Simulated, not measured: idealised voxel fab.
The process module that follows is named voxel self aligned vias.
The figure presents cross-section cut, which has a width of 290 nm and is divided into square cells with an edge length of 5 nm.
Each cross-section below is a grid of square cells, stated as bands in top-down order, with one or more rows of cells making up each band.
A band entry consists of two parts. The first gives the height of the band's top and the height of its bottom, in nm. The rest lists the band's materials from left to right, each with its width in nm. A single material labelled with the word "all across" fills the band from edge to edge, and the word "empty" marks empty space.
It should be noted that heights are counted from 0, beneath which the wafer as supplied is of one material throughout, and that the lowest band possesses no lower boundary but continues downward, as written in "z 0 and below".
The width entry "30..40" should be interpreted row by row: the top row of cells in the band takes the first number, the bottom row takes the second number, and the change between adjacent rows is uniform throughout.
A step reported as "nothing was modified" is a step in which no cell of the cross-section changed.
Entry "Closed void catalog". Content: empty spaces with no open connection to the top, size 8 cells or greater. Each: width x height at distance. Distance: from left edge. Unit: nm.
The remark found on a step's line after its settings is issued by the simulator itself and pertains to that step.
"overlay nm" denotes, for a step that has a mask, the displacement of the mask to the right of its planned place, with negative values corresponding to the left.
Note on reading: below, each pair holds a cross-section from before one process step and one from after it; the one from after shows only down to the lowest band that changed. Beneath the pair, the step in between is stated along with its settings. The pairs can stem from different runs of this module on the same starting wafer. Where a pair's entry headed "Before the process" says so, and only there, that pair continues from the pair above it.

Before the process:
	z 0 and below  Si all across
	Closed void catalog: none

Post-Process View:
	z 15 to 0  SiO2 all across
	No changes below 0.
	Closed void catalog: none
Name the step between the before and after sections above: CONFORMAL_DEP with material SiO2, thk nm 15

Before the process: we pick up right where the pair above leaves off, with its after cross-section.

Post-Process View:
	z 20 to 15  SiCN all across
	No changes below 15.
	Closed void catalog: none
Name the step between the before and after sections above: CONFORMAL_DEP with material SiCN, thk nm 5

Before the process: we pick up right where the pair above leaves off, with its after cross-section.

Post-Process View:
	z 40 to 20  SiO2 all across
	No changes below 20.
	Closed void catalog: none
Name the step between the before and after sections above: DIRECTIONAL_DEP with material SiO2, thk nm 20

Before the process: we pick up right where the pair above leaves off, with its after cross-section.

Post-Process View:
	z 55 to 40  resist: 60 / empty: 30 / resist: 40 / empty: 30 / resist: 40 / empty: 30 / resist: 60
	No changes below 40.
	Closed void catalog: none
Name the step between the before and after sections above: PATTERN with tone open, mask id LINES, material resist, width nm 30, pitch nm 70, thk nm 15, overlay nm 0

Before the process: we pick up right where the pair above leaves off, with its after cross-section.

Post-Process View:
	z 55 to 40  resist: 60 / empty: 30 / resist: 40 / empty: 30 / resist: 40 / empty: 30 / resist: 60
	z 40 to 20  SiO2: 60 / empty: 30 / SiO2: 40 / empty: 30 / SiO2: 40 / empty: 30 / SiO2: 60
	No changes below 20.
	Closed void catalog: none
Name the step between the before and after sections above: DIRECTIONAL_ETCH with etch materials SiO2, depth nm 20

Before the process: we pick up right where the pair above leaves off, with its after cross-section.

Post-Process View:
	z 40 to 20  SiO2: 60 / empty: 30 / SiO2: 40 / empty: 30 / SiO2: 40 / empty: 30 / SiO2: 60
	No changes below 20.
	Closed void catalog: none
Name the step between the before and after sections above: STRIP with etch materials resist

Before the process: we pick up right where the pair above leaves off, with its after cross-section.

Post-Process View:
	z 45 to 40  TiN: 65 / empty: 20 / TiN: 50 / empty: 20 / TiN: 50 / empty: 20 / TiN: 65
	z 40 to 25  SiO2: 60 / TiN: 5 / empty: 20 / TiN: 5 / SiO2: 40 / TiN: 5 / empty: 20 / TiN: 5 / SiO2: 40 / TiN: 5 / empty: 20 / TiN: 5 / SiO2: 60
	z 25 to 20  SiO2: 60 / TiN: 30 / SiO2: 40 / TiN: 30 / SiO2: 40 / TiN: 30 / SiO2: 60
	No changes below 20.
	Closed void catalog: none
Name the step between the before and after sections above: CONFORMAL_DEP with material TiN, thk nm 5

Before the process: we pick up right where the pair above leaves off, with its after cross-section.

Post-Process View:
	z 50 to 45  W all across
	z 45 to 40  TiN: 65 / W: 20 / TiN: 50 / W: 20 / TiN: 50 / W: 20 / TiN: 65
	z 40 to 25  SiO2: 60 / TiN: 5 / W: 20 / TiN: 5 / SiO2: 40 / TiN: 5 / W: 20 / TiN: 5 / SiO2: 40 / TiN: 5 / W: 20 / TiN: 5 / SiO2: 60
	No changes below 25.
	Closed void catalog: none
Name the step between the before and after sections above: FILL_DEP with material W, thk nm 5

Before the process: we pick up right where the pair above leaves off, with its after cross-section.

Post-Process View:
	z 40 to 25  SiO2: 60 / TiN: 5 / W: 20 / TiN: 5 / SiO2: 40 / TiN: 5 / W: 20 / TiN: 5 / SiO2: 40 / TiN: 5 / W: 20 / TiN: 5 / SiO2: 60
	No changes below 25.
	Closed void catalog: none
Name the step between the before and after sections above: CMP with height nm 40

Before the process: we pick up right where the pair above leaves off, with its after cross-section.

Post-Process View:
	z 40 to 35  SiO2: 60 / empty: 30 / SiO2: 40 / empty: 30 / SiO2: 40 / empty: 30 / SiO2: 60
	No changes below 35.
	Closed void catalog: none
Name the step between the before and after sections above: SELECTIVE_ETCH with etch materials W Ru TiN, depth nm 5

Before the process: we pick up right where the pair above leaves off, with its after cross-section.

Post-Process View:
	z 45 to 40  SiN all across
	z 40 to 35  SiO2: 60 / SiN: 30 / SiO2: 40 / SiN: 30 / SiO2: 40 / SiN: 30 / SiO2: 60
	No changes below 35.
	Closed void catalog: none
Name the step between the before and after sections above: FILL_DEP with material SiN, thk nm 5

Before the process: we pick up right where the pair above leaves off, with its after cross-section.

Post-Process View:
	z 40 to 35  SiO2: 60 / SiN: 30 / SiO2: 40 / SiN: 30 / SiO2: 40 / SiN: 30 / SiO2: 60
	No changes below 35.
	Closed void catalog: none
Name the step between the before and after sections above: CMP with height nm 40

Before the process: we pick up right where the pair above leaves off, with its after cross-section.

Post-Process View:
	z 60 to 40  SiO2 all across
	No changes below 40.
	Closed void catalog: none
Name the step between the before and after sections above: DIRECTIONAL_DEP with material SiO2, thk nm 20

Before the process: we pick up right where the pair above leaves off, with its after cross-section.

Post-Process View:
	z 60 to 40  SiO2: 55 / empty: 40 / SiO2: 30 / empty: 40 / SiO2: 30 / empty: 40 / SiO2: 55
	No changes below 40.
	Closed void catalog: none
Name the step between the before and after sections above: MASKED_ETCH with tone open, mask id VIAS, width nm 40, pitch nm 70, etch materials SiO2, depth nm 20, overlay nm 0

Before the process: we pick up right where the pair above leaves off, with its after cross-section.

Post-Process View:
	z 60 to 40  SiO2: 55 / empty: 40 / SiO2: 30 / empty: 40 / SiO2: 30 / empty: 40 / SiO2: 55
	z 40 to 35  SiO2: 60 / empty: 30 / SiO2: 40 / empty: 30 / SiO2: 40 / empty: 30 / SiO2: 60
	No changes below 35.
	Closed void catalog: none
Name the step between the before and after sections above: MASKED_ETCH with tone open, mask id VIAS, width nm 40, pitch nm 70, etch materials SiN, depth nm 5, overlay nm 0

Before the process: we pick up right where the pair above leaves off, with its after cross-section.

Post-Process View:
	z 65 to 60  TiN: 60 / empty: 30 / TiN: 40 / empty: 30 / TiN: 40 / empty: 30 / TiN: 60
	z 60 to 45  SiO2: 55 / TiN: 5 / empty: 30 / TiN: 5 / SiO2: 30 / TiN: 5 / empty: 30 / TiN: 5 / SiO2: 30 / TiN: 5 / empty: 30 / TiN: 5 / SiO2: 55
	z 45 to 40  SiO2: 55 / TiN: 10 / empty: 20 / TiN: 10 / SiO2: 30 / TiN: 10 / empty: 20 / TiN: 10 / SiO2: 30 / TiN: 10 / empty: 20 / TiN: 10 / SiO2: 55
	z 40 to 35  SiO2: 60 / TiN: 30 / SiO2: 40 / TiN: 30 / SiO2: 40 / TiN: 30 / SiO2: 60
	No changes below 35.
	Closed void catalog: none
Name the step between the before and after sections above: CONFORMAL_DEP with material TiN, thk nm 5

Before the process: we pick up right where the pair above leaves off, with its after cross-section.

Post-Process View:
	z 70 to 65  Cu all across
	z 65 to 60  TiN: 60 / Cu: 30 / TiN: 40 / Cu: 30 / TiN: 40 / Cu: 30 / TiN: 60
	z 60 to 45  SiO2: 55 / TiN: 5 / Cu: 30 / TiN: 5 / SiO2: 30 / TiN: 5 / Cu: 30 / TiN: 5 / SiO2: 30 / TiN: 5 / Cu: 30 / TiN: 5 / SiO2: 55
	z 45 to 40  SiO2: 55 / TiN: 10 / Cu: 20 / TiN: 10 / SiO2: 30 / TiN: 10 / Cu: 20 / TiN: 10 / SiO2: 30 / TiN: 10 / Cu: 20 / TiN: 10 / SiO2: 55
	No changes below 40.
	Closed void catalog: none
Name the step between the before and after sections above: FILL_DEP with material Cu, thk nm 5

Before the process: we pick up right where the pair above leaves off, with its after cross-section.

Post-Process View:
	z 60 to 45  SiO2: 55 / TiN: 5 / Cu: 30 / TiN: 5 / SiO2: 30 / TiN: 5 / Cu: 30 / TiN: 5 / SiO2: 30 / TiN: 5 / Cu: 30 / TiN: 5 / SiO2: 55
	No changes below 45.
	Closed void catalog: none
Name the step between the before and after sections above: CMP with height nm 60

Before the process: we pick up right where the pair above leaves off, with its after cross-section.

Post-Process View:
	z 65 to 60  SiN all across
	No changes below 60.
	Closed void catalog: none
Name the step between the before and after sections above: CONFORMAL_DEP with material SiN, thk nm 5

Before the process:
	z 15 to 0  SiO2 all across
	z 0 and below  Si all across
	Closed void catalog: none

Post-Process View:
	z 35 to 0  SiO2 all across
	No changes below 0.
	Closed void catalog: none
Name the step between the before and after sections above: DIRECTIONAL_DEP with material SiO2, thk nm 20

Before the process: we pick up right where the pair above leaves off, with its after cross-section.

Post-Process View:
	z 50 to 35  resist: 60 / empty: 30 / resist: 40 / empty: 30 / resist: 40 / empty: 30 / resist: 60
	No changes below 35.
	Closed void catalog: none
Name the step between the before and after sections above: PATTERN with tone open, mask id LINES, material resist, width nm 30, pitch nm 70, thk nm 15, overlay nm 0

Before the process: we pick up right where the pair above leaves off, with its after cross-section.

Post-Process View:
	z 50 to 35  resist: 60 / empty: 30 / resist: 40 / empty: 30 / resist: 40 / empty: 30 / resist: 60
	z 35 to 15  SiO2: 60 / empty: 30 / SiO2: 40 / empty: 30 / SiO2: 40 / empty: 30 / SiO2: 60
	No changes below 15.
	Closed void catalog: none
Name the step between the before and after sections above: DIRECTIONAL_ETCH with etch materials SiO2, depth nm 20

Before the process: we pick up right where the pair above leaves off, with its after cross-section.

Post-Process View:
	z 35 to 15  SiO2: 60 / empty: 30 / SiO2: 40 / empty: 30 / SiO2: 40 / empty: 30 / SiO2: 60
	No changes below 15.
	Closed void catalog: none
Name the step between the before and after sections above: STRIP with etch materials resist

Before the process: we pick up right where the pair above leaves off, with its after cross-section.

Post-Process View:
	z 40 to 35  TiN: 65 / empty: 20 / TiN: 50 / empty: 20 / TiN: 50 / empty: 20 / TiN: 65
	z 35 to 20  SiO2: 60 / TiN: 5 / empty: 20 / TiN: 5 / SiO2: 40 / TiN: 5 / empty: 20 / TiN: 5 / SiO2: 40 / TiN: 5 / empty: 20 / TiN: 5 / SiO2: 60
	z 20 to 15  SiO2: 60 / TiN: 30 / SiO2: 40 / TiN: 30 / SiO2: 40 / TiN: 30 / SiO2: 60
	No changes below 15.
	Closed void catalog: none
Name the step between the before and after sections above: CONFORMAL_DEP with material TiN, thk nm 5

Before the process: we pick up right where the pair above leaves off, with its after cross-section.

Post-Process View:
	z 45 to 40  W all across
	z 40 to 35  TiN: 65 / W: 20 / TiN: 50 / W: 20 / TiN: 50 / W: 20 / TiN: 65
	z 35 to 20  SiO2: 60 / TiN: 5 / W: 20 / TiN: 5 / SiO2: 40 / TiN: 5 / W: 20 / TiN: 5 / SiO2: 40 / TiN: 5 / W: 20 / TiN: 5 / SiO2: 60
	No changes below 20.
	Closed void catalog: none
Name the step between the before and after sections above: FILL_DEP with material W, thk nm 5

Before the process: we pick up right where the pair above leaves off, with its after cross-section.

Post-Process View:
	z 40 to 35  TiN: 65 / W: 20 / TiN: 50 / W: 20 / TiN: 50 / W: 20 / TiN: 65
	No changes below 35.
	Closed void catalog: none
Name the step between the before and after sections above: CMP with height nm 40

Before the process: we pick up right where the pair above leaves off, with its after cross-section.

Post-Process View:
	z 35 to 20  SiO2: 60 / TiN: 5 / W: 20 / TiN: 5 / SiO2: 40 / TiN: 5 / W: 20 / TiN: 5 / SiO2: 40 / TiN: 5 / W: 20 / TiN: 5 / SiO2: 60
	No changes below 20.
	Closed void catalog: none
Name the step between the before and after sections above: SELECTIVE_ETCH with etch materials W Ru TiN, depth nm 5

Before the process: we pick up right where the pair above leaves off, with its after cross-section.

Post-Process View:
	z 40 to 35  SiN all across
	No changes below 35.
	Closed void catalog: none
Name the step between the before and after sections above: FILL_DEP with material SiN, thk nm 5

Before the process: we pick up right where the pair above leaves off, with its after cross-section.

Post-Process View:
	z 60 to 40  SiO2 all across
	No changes below 40.
	Closed void catalog: none
Name the step between the before and after sections above: DIRECTIONAL_DEP with material SiO2, thk nm 20

Before the process: we pick up right where the pair above leaves off, with its after cross-section.

Post-Process View:
	z 60 to 40  SiO2: 55 / empty: 40 / SiO2: 30 / empty: 40 / SiO2: 30 / empty: 40 / SiO2: 55
	No changes below 40.
	Closed void catalog: none
Name the step between the before and after sections above: MASKED_ETCH with tone open, mask id VIAS, width nm 40, pitch nm 70, etch materials SiO2, depth nm 20, overlay nm 0

Before the process: we pick up right where the pair above leaves off, with its after cross-section.

Post-Process View:
	z 60 to 40  SiO2: 55 / empty: 40 / SiO2: 30 / empty: 40 / SiO2: 30 / empty: 40 / SiO2: 55
	z 40 to 35  SiN: 55 / empty: 40 / SiN: 30 / empty: 40 / SiN: 30 / empty: 40 / SiN: 55
	No changes below 35.
	Closed void catalog: none
Name the step between the before and after sections above: MASKED_ETCH with tone open, mask id VIAS, width nm 40, pitch nm 70, etch materials SiN, depth nm 5, overlay nm 0

Before the process: we pick up right where the pair above leaves off, with its after cross-section.

Post-Process View:
	z 65 to 60  TiN: 60 / empty: 30 / TiN: 40 / empty: 30 / TiN: 40 / empty: 30 / TiN: 60
	z 60 to 40  SiO2: 55 / TiN: 5 / empty: 30 / TiN: 5 / SiO2: 30 / TiN: 5 / empty: 30 / TiN: 5 / SiO2: 30 / TiN: 5 / empty: 30 / TiN: 5 / SiO2: 55
	z 40 to 35  SiN: 55 / TiN: 40 / SiN: 30 / TiN: 40 / SiN: 30 / TiN: 40 / SiN: 55
	No changes below 35.
	Closed void catalog: none
Name the step between the before and after sections above: CONFORMAL_DEP with material TiN, thk nm 5

Before the process: we pick up right where the pair above leaves off, with its after cross-section.

Post-Process View:
	z 70 to 65  Cu all across
	z 65 to 60  TiN: 60 / Cu: 30 / TiN: 40 / Cu: 30 / TiN: 40 / Cu: 30 / TiN: 60
	z 60 to 40  SiO2: 55 / TiN: 5 / Cu: 30 / TiN: 5 / SiO2: 30 / TiN: 5 / Cu: 30 / TiN: 5 / SiO2: 30 / TiN: 5 / Cu: 30 / TiN: 5 / SiO2: 55
	No changes below 40.
	Closed void catalog: none
Name the step between the before and after sections above: FILL_DEP with material Cu, thk nm 5

Before the process: we pick up right where the pair above leaves off, with its after cross-section.

Post-Process View:
	z 60 to 40  SiO2: 55 / TiN: 5 / Cu: 30 / TiN: 5 / SiO2: 30 / TiN: 5 / Cu: 30 / TiN: 5 / SiO2: 30 / TiN: 5 / Cu: 30 / TiN: 5 / SiO2: 55
	No changes below 40.
	Closed void catalog: none
Name the step between the before and after sections above: CMP with height nm 60

Before the process: we pick up right where the pair above leaves off, with its after cross-section.

Post-Process View:
	z 65 to 60  SiN all across
	No changes below 60.
	Closed void catalog: none
Name the step between the before and after sections above: CONFORMAL_DEP with material SiN, thk nm 5

Before the process:
	z 60 to 40  SiO2: 55 / empty: 40 / SiO2: 30 / empty: 40 / SiO2: 30 / empty: 40 / SiO2: 55
	z 40 to 35  SiO2: 60 / SiN: 30 / SiO2: 40 / SiN: 30 / SiO2: 40 / SiN: 30 / SiO2: 60
	z 35 to 25  SiO2: 60 / TiN: 5 / W: 20 / TiN: 5 / SiO2: 40 / TiN: 5 / W: 20 / TiN: 5 / SiO2: 40 / TiN: 5 / W: 20 / TiN: 5 / SiO2: 60
	z 25 to 20  SiO2: 60 / TiN: 30 / SiO2: 40 / TiN: 30 / SiO2: 40 / TiN: 30 / SiO2: 60
	z 20 to 15  SiCN all across
	z 15 to 0  SiO2 all across
	z 0 and below  Si all across
	Closed void catalog: none

Post-Process View:
	z 60 to 40  SiO2: 55 / empty: 40 / SiO2: 30 / empty: 40 / SiO2: 30 / empty: 40 / SiO2: 55
	z 40 to 35  SiO2: 55 / empty: 5 / SiN: 30 / empty: 5 / SiO2: 30 / empty: 5 / SiN: 30 / empty: 5 / SiO2: 30 / empty: 5 / SiN: 30 / empty: 5 / SiO2: 55
	z 35 to 25  SiO2: 55 / empty: 5 / TiN: 5 / W: 20 / TiN: 5 / empty: 5 / SiO2: 30 / empty: 5 / TiN: 5 / W: 20 / TiN: 5 / empty: 5 / SiO2: 30 / empty: 5 / TiN: 5 / W: 20 / TiN: 5 / empty: 5 / SiO2: 55
	z 25 to 20  SiO2: 55 / empty: 5 / TiN: 30 / empty: 5 / SiO2: 30 / empty: 5 / TiN: 30 / empty: 5 / SiO2: 30 / empty: 5 / TiN: 30 / empty: 5 / SiO2: 55
	No changes below 20.
	Closed void catalog: none
Name the step between the before and after sections above: MASKED_ETCH with tone open, mask id VIAS, width nm 40, pitch nm 70, etch materials SiO2, depth nm 20, overlay nm 0

Before the process: we pick up right where the pair above leaves off, with its after cross-section.

Post-Process View:
	z 60 to 35  SiO2: 55 / empty: 40 / SiO2: 30 / empty: 40 / SiO2: 30 / empty: 40 / SiO2: 55
	No changes below 35.
	Closed void catalog: none
Name the step between the before and after sections above: MASKED_ETCH with tone open, mask id VIAS, width nm 40, pitch nm 70, etch materials SiN, depth nm 5, overlay nm 0

Before the process: we pick up right where the pair above leaves off, with its after cross-section.

Post-Process View:
	z 65 to 60  TiN: 60 / empty: 30 / TiN: 40 / empty: 30 / TiN: 40 / empty: 30 / TiN: 60
	z 60 to 40  SiO2: 55 / TiN: 5 / empty: 30 / TiN: 5 / SiO2: 30 / TiN: 5 / empty: 30 / TiN: 5 / SiO2: 30 / TiN: 5 / empty: 30 / TiN: 5 / SiO2: 55
	z 40 to 35  SiO2: 55 / TiN: 40 / SiO2: 30 / TiN: 40 / SiO2: 30 / TiN: 40 / SiO2: 55
	z 35 to 25  SiO2: 55 / TiN: 10 / W: 20 / TiN: 10 / SiO2: 30 / TiN: 10 / W: 20 / TiN: 10 / SiO2: 30 / TiN: 10 / W: 20 / TiN: 10 / SiO2: 55
	z 25 to 20  SiO2: 55 / TiN: 40 / SiO2: 30 / TiN: 40 / SiO2: 30 / TiN: 40 / SiO2: 55
	No changes below 20.
	Closed void catalog: none
Name the step between the before and after sections above: CONFORMAL_DEP with material TiN, thk nm 5

Before the process: we pick up right where the pair above leaves off, with its after cross-section.

Post-Process View:
	z 70 to 65  Cu all across
	z 65 to 60  TiN: 60 / Cu: 30 / TiN: 40 / Cu: 30 / TiN: 40 / Cu: 30 / TiN: 60
	z 60 to 40  SiO2: 55 / TiN: 5 / Cu: 30 / TiN: 5 / SiO2: 30 / TiN: 5 / Cu: 30 / TiN: 5 / SiO2: 30 / TiN: 5 / Cu: 30 / TiN: 5 / SiO2: 55
	No changes below 40.
	Closed void catalog: none
Name the step between the before and after sections above: FILL_DEP with material Cu, thk nm 5

Before the process: we pick up right where the pair above leaves off, with its after cross-section.

Post-Process View:
	z 60 to 40  SiO2: 55 / TiN: 5 / Cu: 30 / TiN: 5 / SiO2: 30 / TiN: 5 / Cu: 30 / TiN: 5 / SiO2: 30 / TiN: 5 / Cu: 30 / TiN: 5 / SiO2: 55
	No changes below 40.
	Closed void catalog: none
Name the step between the before and after sections above: CMP with height nm 60

Before the process: we pick up right where the pair above leaves off, with its after cross-section.

Post-Process View:
	z 65 to 60  SiN all across
	No changes below 60.
	Closed void catalog: none
Name the step between the before and after sections above: CONFORMAL_DEP with material SiN, thk nm 5

Before the process:
	z 0 and below  Si all across
	Closed void catalog: none

Post-Process View:
	z 5 to 0  SiCN all across
	No changes below 0.
	Closed void catalog: none
Name the step between the before and after sections above: CONFORMAL_DEP with material SiCN, thk nm 5

Before the process: we pick up right where the pair above leaves off, with its after cross-section.

Post-Process View:
	z 20 to 5  SiO2 all across
	No changes below 5.
	Closed void catalog: none
Name the step between the before and after sections above: CONFORMAL_DEP with material SiO2, thk nm 15

Before the process: we pick up right where the pair above leaves off, with its after cross-section.

Post-Process View:
	z 40 to 5  SiO2 all across
	No changes below 5.
	Closed void catalog: none
Name the step between the before and after sections above: DIRECTIONAL_DEP with material SiO2, thk nm 20

Before the process: we pick up right where the pair above leaves off, with its after cross-section.

Post-Process View:
	z 55 to 40  resist: 60 / empty: 30 / resist: 40 / empty: 30 / resist: 40 / empty: 30 / resist: 60
	No changes below 40.
	Closed void catalog: none
Name the step between the before and after sections above: PATTERN with tone open, mask id LINES, material resist, width nm 30, pitch nm 70, thk nm 15, overlay nm 0

Before the process: we pick up right where the pair above leaves off, with its after cross-section.

Post-Process View:
	z 55 to 40  resist: 60 / empty: 30 / resist: 40 / empty: 30 / resist: 40 / empty: 30 / resist: 60
	z 40 to 20  SiO2: 60 / empty: 30 / SiO2: 40 / empty: 30 / SiO2: 40 / empty: 30 / SiO2: 60
	No changes below 20.
	Closed void catalog: none
Name the step between the before and after sections above: DIRECTIONAL_ETCH with etch materials SiO2, depth nm 20

Before the process: we pick up right where the pair above leaves off, with its after cross-section.

Post-Process View:
	z 40 to 20  SiO2: 60 / empty: 30 / SiO2: 40 / empty: 30 / SiO2: 40 / empty: 30 / SiO2: 60
	No changes below 20.
	Closed void catalog: none
Name the step between the before and after sections above: STRIP with etch materials resist

Before the process: we pick up right where the pair above leaves off, with its after cross-section.

Post-Process View:
	z 45 to 40  TiN: 65 / empty: 20 / TiN: 50 / empty: 20 / TiN: 50 / empty: 20 / TiN: 65
	z 40 to 25  SiO2: 60 / TiN: 5 / empty: 20 / TiN: 5 / SiO2: 40 / TiN: 5 / empty: 20 / TiN: 5 / SiO2: 40 / TiN: 5 / empty: 20 / TiN: 5 / SiO2: 60
	z 25 to 20  SiO2: 60 / TiN: 30 / SiO2: 40 / TiN: 30 / SiO2: 40 / TiN: 30 / SiO2: 60
	No changes below 20.
	Closed void catalog: none
Name the step between the before and after sections above: CONFORMAL_DEP with material TiN, thk nm 5

Before the process: we pick up right where the pair above leaves off, with its after cross-section.

Post-Process View:
	z 50 to 45  W all across
	z 45 to 40  TiN: 65 / W: 20 / TiN: 50 / W: 20 / TiN: 50 / W: 20 / TiN: 65
	z 40 to 25  SiO2: 60 / TiN: 5 / W: 20 / TiN: 5 / SiO2: 40 / TiN: 5 / W: 20 / TiN: 5 / SiO2: 40 / TiN: 5 / W: 20 / TiN: 5 / SiO2: 60
	No changes below 25.
	Closed void catalog: none
Name the step between the before and after sections above: FILL_DEP with material W, thk nm 5

Before the process: we pick up right where the pair above leaves off, with its after cross-section.

Post-Process View:
	z 40 to 25  SiO2: 60 / TiN: 5 / W: 20 / TiN: 5 / SiO2: 40 / TiN: 5 / W: 20 / TiN: 5 / SiO2: 40 / TiN: 5 / W: 20 / TiN: 5 / SiO2: 60
	No changes below 25.
	Closed void catalog: none
Name the step between the before and after sections above: CMP with height nm 40

Before the process: we pick up right where the pair above leaves off, with its after cross-section.

Post-Process View:
	z 40 to 35  SiO2: 60 / empty: 30 / SiO2: 40 / empty: 30 / SiO2: 40 / empty: 30 / SiO2: 60
	No changes below 35.
	Closed void catalog: none
Name the step between the before and after sections above: SELECTIVE_ETCH with etch materials W Ru TiN, depth nm 5

Before the process: we pick up right where the pair above leaves off, with its after cross-section.

Post-Process View:
	z 45 to 40  SiN all across
	z 40 to 35  SiO2: 60 / SiN: 30 / SiO2: 40 / SiN: 30 / SiO2: 40 / SiN: 30 / SiO2: 60
	No changes below 35.
	Closed void catalog: none
Name the step between the before and after sections above: FILL_DEP with material SiN, thk nm 5

Before the process: we pick up right where the pair above leaves off, with its after cross-section.

Post-Process View:
	z 40 to 35  SiO2: 60 / SiN: 30 / SiO2: 40 / SiN: 30 / SiO2: 40 / SiN: 30 / SiO2: 60
	No changes below 35.
	Closed void catalog: none
Name the step between the before and after sections above: CMP with height nm 40

Before the process: we pick up right where the pair above leaves off, with its after cross-section.

Post-Process View:
	z 60 to 40  SiO2 all across
	No changes below 40.
	Closed void catalog: none
Name the step between the before and after sections above: DIRECTIONAL_DEP with material SiO2, thk nm 20

Before the process: we pick up right where the pair above leaves off, with its after cross-section.

Post-Process View:
	z 60 to 40  SiO2: 55 / empty: 40 / SiO2: 30 / empty: 40 / SiO2: 30 / empty: 40 / SiO2: 55
	No changes below 40.
	Closed void catalog: none
Name the step between the before and after sections above: MASKED_ETCH with tone open, mask id VIAS, width nm 40, pitch nm 70, etch materials SiO2, depth nm 20, overlay nm 0

Before the process: we pick up right where the pair above leaves off, with its after cross-section.

Post-Process View:
	z 60 to 40  SiO2: 55 / empty: 40 / SiO2: 30 / empty: 40 / SiO2: 30 / empty: 40 / SiO2: 55
	z 40 to 35  SiO2: 60 / empty: 30 / SiO2: 40 / empty: 30 / SiO2: 40 / empty: 30 / SiO2: 60
	No changes below 35.
	Closed void catalog: none
Name the step between the before and after sections above: MASKED_ETCH with tone open, mask id VIAS, width nm 40, pitch nm 70, etch materials SiN, depth nm 5, overlay nm 0

Before the process: we pick up right where the pair above leaves off, with its after cross-section.

Post-Process View:
	z 65 to 60  TiN: 60 / empty: 30 / TiN: 40 / empty: 30 / TiN: 40 / empty: 30 / TiN: 60
	z 60 to 45  SiO2: 55 / TiN: 5 / empty: 30 / TiN: 5 / SiO2: 30 / TiN: 5 / empty: 30 / TiN: 5 / SiO2: 30 / TiN: 5 / empty: 30 / TiN: 5 / SiO2: 55
	z 45 to 40  SiO2: 55 / TiN: 10 / empty: 20 / TiN: 10 / SiO2: 30 / TiN: 10 / empty: 20 / TiN: 10 / SiO2: 30 / TiN: 10 / empty: 20 / TiN: 10 / SiO2: 55
	z 40 to 35  SiO2: 60 / TiN: 30 / SiO2: 40 / TiN: 30 / SiO2: 40 / TiN: 30 / SiO2: 60
	No changes below 35.
	Closed void catalog: none
Name the step between the before and after sections above: CONFORMAL_DEP with material TiN, thk nm 5

Before the process: we pick up right where the pair above leaves off, with its after cross-section.

Post-Process View:
	z 70 to 65  Cu all across
	z 65 to 60  TiN: 60 / Cu: 30 / TiN: 40 / Cu: 30 / TiN: 40 / Cu: 30 / TiN: 60
	z 60 to 45  SiO2: 55 / TiN: 5 / Cu: 30 / TiN: 5 / SiO2: 30 / TiN: 5 / Cu: 30 / TiN: 5 / SiO2: 30 / TiN: 5 / Cu: 30 / TiN: 5 / SiO2: 55
	z 45 to 40  SiO2: 55 / TiN: 10 / Cu: 20 / TiN: 10 / SiO2: 30 / TiN: 10 / Cu: 20 / TiN: 10 / SiO2: 30 / TiN: 10 / Cu: 20 / TiN: 10 / SiO2: 55
	No changes below 40.
	Closed void catalog: none
Name the step between the before and after sections above: FILL_DEP with material Cu, thk nm 5

Before the process: we pick up right where the pair above leaves off, with its after cross-section.

Post-Process View:
	z 60 to 45  SiO2: 55 / TiN: 5 / Cu: 30 / TiN: 5 / SiO2: 30 / TiN: 5 / Cu: 30 / TiN: 5 / SiO2: 30 / TiN: 5 / Cu: 30 / TiN: 5 / SiO2: 55
	No changes below 45.
	Closed void catalog: none
Name the step between the before and after sections above: CMP with height nm 60

Before the process: we pick up right where the pair above leaves off, with its after cross-section.

Post-Process View:
	z 65 to 60  SiN all across
	No changes below 60.
	Closed void catalog: none
Name the step between the before and after sections above: CONFORMAL_DEP with material SiN, thk nm 5

Before the process:
	z 70 to 65  Cu all across
	z 65 to 60  TiN: 60 / Cu: 30 / TiN: 40 / Cu: 30 / TiN: 40 / Cu: 30 / TiN: 60
	z 60 to 45  SiO2: 55 / TiN: 5 / Cu: 30 / TiN: 5 / SiO2: 30 / TiN: 5 / Cu: 30 / TiN: 5 / SiO2: 30 / TiN: 5 / Cu: 30 / TiN: 5 / SiO2: 55
	z 45 to 40  SiO2: 55 / TiN: 10 / Cu: 20 / TiN: 10 / SiO2: 30 / TiN: 10 / Cu: 20 / TiN: 10 / SiO2: 30 / TiN: 10 / Cu: 20 / TiN: 10 / SiO2: 55
	z 40 to 35  SiO2: 60 / TiN: 30 / SiO2: 40 / TiN: 30 / SiO2: 40 / TiN: 30 / SiO2: 60
	z 35 to 25  SiO2: 60 / TiN: 5 / W: 20 / TiN: 5 / SiO2: 40 / TiN: 5 / W: 20 / TiN: 5 / SiO2: 40 / TiN: 5 / W: 20 / TiN: 5 / SiO2: 60
	z 25 to 20  SiO2: 60 / TiN: 30 / SiO2: 40 / TiN: 30 / SiO2: 40 / TiN: 30 / SiO2: 60
	z 20 to 15  SiCN all across
	z 15 to 0  SiO2 all across
	z 0 and below  Si all across
	Closed void catalog: none

Post-Process View:
	z 55 to 45  SiO2: 55 / TiN: 5 / Cu: 30 / TiN: 5 / SiO2: 30 / TiN: 5 / Cu: 30 / TiN: 5 / SiO2: 30 / TiN: 5 / Cu: 30 / TiN: 5 / SiO2: 55
	No changes below 45.
	Closed void catalog: none
Name the step between the before and after sections above: CMP with height nm 55

Before the process: we pick up right where the pair above leaves off, with its after cross-section.

Post-Process View:
	z 60 to 55  SiN all across
	No changes below 55.
	Closed void catalog: none
Name the step between the before and after sections above: CONFORMAL_DEP with material SiN, thk nm 5

Before the process:
	z 40 to 20  SiO2 all across
	z 20 to 15  SiCN all across
	z 15 to 0  SiO2 all across
	z 0 and below  Si all across
	Closed void catalog: none

Post-Process View:
	z 55 to 40  resist: 65 / empty: 20 / resist: 50 / empty: 20 / resist: 50 / empty: 20 / resist: 65
	No changes below 40.
	Closed void catalog: none
Name the step between the before and after sections above: PATTERN with tone open, mask id LINES, material resist, width nm 20, pitch nm 70, thk nm 15, overlay nm 0

Before the process: we pick up right where the pair above leaves off, with its after cross-section.

Post-Process View:
	z 55 to 40  resist: 65 / empty: 20 / resist: 50 / empty: 20 / resist: 50 / empty: 20 / resist: 65
	z 40 to 20  SiO2: 65 / empty: 20 / SiO2: 50 / empty: 20 / SiO2: 50 / empty: 20 / SiO2: 65
	No changes below 20.
	Closed void catalog: none
Name the step between the before and after sections above: DIRECTIONAL_ETCH with etch materials SiO2, depth nm 20
